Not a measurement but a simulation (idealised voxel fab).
process module | voxel air gaps
cross-section cut | 250 nm wide | cells 5 nm
A cross-section is a grid of square cells, given in bands from the top down. A band is one or more rows of cells.
Each band's line starts with the height of the band's top and of its bottom, in nm. Then come its materials from left to right, each with its width in nm. One material with "throughout" fills the band from edge to edge. "air" is empty space.
Height 0 is the level under which the wafer as received is all one material. The lowest band goes on downwards, as in "0 down".
A width such as "30 to 40" changes by the same amount from each row of cells to the next, from the band's top row to its bottom row.
"no change" after a step means that no cell of the cross-section changed.
closed voids: empty space of 8 cells or more with no open way to the top, each as width x height at its distance from the left edge, in nm
after a step's settings: what the simulator itself notes on the step
overlay nm, on a step with a mask: how far to the right of its planned place the mask lay; to the left if negative
plan
1 op RECEIVE | material Si
2 op CONFORMAL_DEP | material SiO2 | thk nm 15
3 op CONFORMAL_DEP | material SiN | thk nm 5
4 op DIRECTIONAL_DEP | material SiO2 | thk nm 40
5 op DIRECTIONAL_DEP | material aC | thk nm 15
6 op PATTERN | tone open | mask id LINES | material resist | width nm 15 | pitch nm 40 | thk nm 35 | overlay nm 0
7 op DIRECTIONAL_ETCH | etch materials aC | depth nm 15
8 op STRIP | etch materials resist
9 op DIRECTIONAL_ETCH | etch materials SiO2 | depth nm 40
10 op STRIP | etch materials aC
11 op CONFORMAL_DEP | material TiN | thk nm 5
12 op FILL_DEP | material Cu | thk nm 5
13 op CMP | height nm 60
14 op EPI | material Ru | thk nm 10
15 op SELECTIVE_ETCH | etch materials SiO2 | depth nm 50
16 op CONFORMAL_DEP | material SiCN | thk nm 5
varied across the wafers: width nm of step 6. The plan shows the first wafer's value. All wafers start alike
first wafer as received, after step 1
  0 down: Si throughout
  closed voids: none
each wafer at the end: cells of each material gained (+) or lost (-) since it was received, then its closed voids
width nm 15 | +21 Cu | +42 Ru | +126 SiCN | +50 SiN | +150 SiO2 | +51 TiN | closed voids: 15 x 30 at 95; 15 x 30 at 135
width nm 20 | +42 Cu | +48 Ru | +78 SiCN | +50 SiN | +214 SiO2 | +54 TiN | closed voids: none
width nm 25 | +63 Cu | +50 Ru | +78 SiCN | +50 SiN | +198 SiO2 | +57 TiN | closed voids: none
